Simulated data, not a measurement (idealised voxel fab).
Presented below is a process module, voxel quadruple lines.
Cross-section cut: width 205 nm, square cells of 5 nm.
Square cells in a grid make up a cross-section in this document, and the grid is given as bands, listed from the top down, each one or more rows of cells.
Heights first: top, then bottom, in nm. Then materials, left to right, each with a width in nm. "full width" on a single material: fills the band edge to edge. "air": empty space.
Height reference: 0 = level under which incoming wafer is all one material. Lowest band: no bottom, runs on downward, e.g. "0 nm and below".
A two-number width, for instance "30 to 40", indicates that the width is equal to the first number in the top row of the band and to the second number in the bottom row, and that it changes by a constant amount per row of cells.
Reading "identical to before" for a step: not a cell of the cross-section changed in it.
Entry "Unvented cavities". Content: empty spaces with no open connection to the top, size 8 cells or greater. Each: width x height at distance. Distance: from left edge. Unit: nm.
after a step's settings: what the simulator itself notes on the step
overlay nm: for a step with a mask, the amount by which the mask lay right of where it was planned; a negative amount means left of it.
**Listed below are the process steps as planned**
| 1 | RECEIVE with material Si |
| 2 | CONFORMAL_DEP with material SiO2, thk nm 5 |
| 3 | DIRECTIONAL_DEP with material Ru, thk nm 15 |
| 4 | DIRECTIONAL_DEP with material polySi, thk nm 15 |
| 5 | DIRECTIONAL_DEP with material aC, thk nm 20 |
| 6 | PATTERN with tone cover, mask id MANDREL, material resist, width nm 20, pitch nm 60, thk nm 25, overlay nm 0 |
| 7 | DIRECTIONAL_ETCH with etch materials aC, depth nm 20 |
| 8 | STRIP with etch materials resist |
| 9 | CONFORMAL_DEP with material SiO2, thk nm 10 |
| 10 | DIRECTIONAL_ETCH with etch materials SiO2, depth nm 10 |
| 11 | STRIP with etch materials aC |
| 12 | DIRECTIONAL_ETCH with etch materials polySi, depth nm 15 |
| 13 | STRIP with etch materials SiO2 |
| 14 | CONFORMAL_DEP with material SiN, thk nm 5 |
| 15 | DIRECTIONAL_ETCH with etch materials SiN, depth nm 5 |
| 16 | STRIP with etch materials polySi |
| 17 | DIRECTIONAL_ETCH with etch materials Ru, depth nm 15 |
| 18 | STRIP with etch materials SiN |
**Cross-section of the wafer at receipt, which is the condition after step 1**
> 0 nm and below  Si full width
> Unvented cavities: none
**The first of two wafers, cross-sectioned at the end of the module, with the run proceeding as planned**
> 20 nm to 5 nm  45 nm air / 5 nm Ru / 10 nm air / 5 nm Ru / 10 nm air / 5 nm Ru / 10 nm air / 5 nm Ru / 10 nm air / 5 nm Ru / 10 nm air / 5 nm Ru / 10 nm air / 5 nm Ru / 10 nm air / 5 nm Ru / 50 nm air
> 5 nm to 0 nm  SiO2 full width
> 0 nm and below  Si full width
> Unvented cavities: none
**Wafer two, sectioned after the module: the first wafer's start, the first wafer's plan, and one mistake in how it was run**
> 20 nm to 5 nm  45 nm air / 20 nm Ru / 10 nm air / 20 nm Ru / 10 nm air / 20 nm Ru / 10 nm air / 20 nm Ru / 50 nm air
> 5 nm to 0 nm  SiO2 full width
> 0 nm and below  Si full width
> Unvented cavities: none
Heads up, the wafer didn't run the way we planned it: it was found that steps 16 and 17 of the process plan had been performed in exchanged positions
Once processing is complete, comparing cell counts shows that the second wafer has more or fewer of certain materials than the first: 24 more of Ru
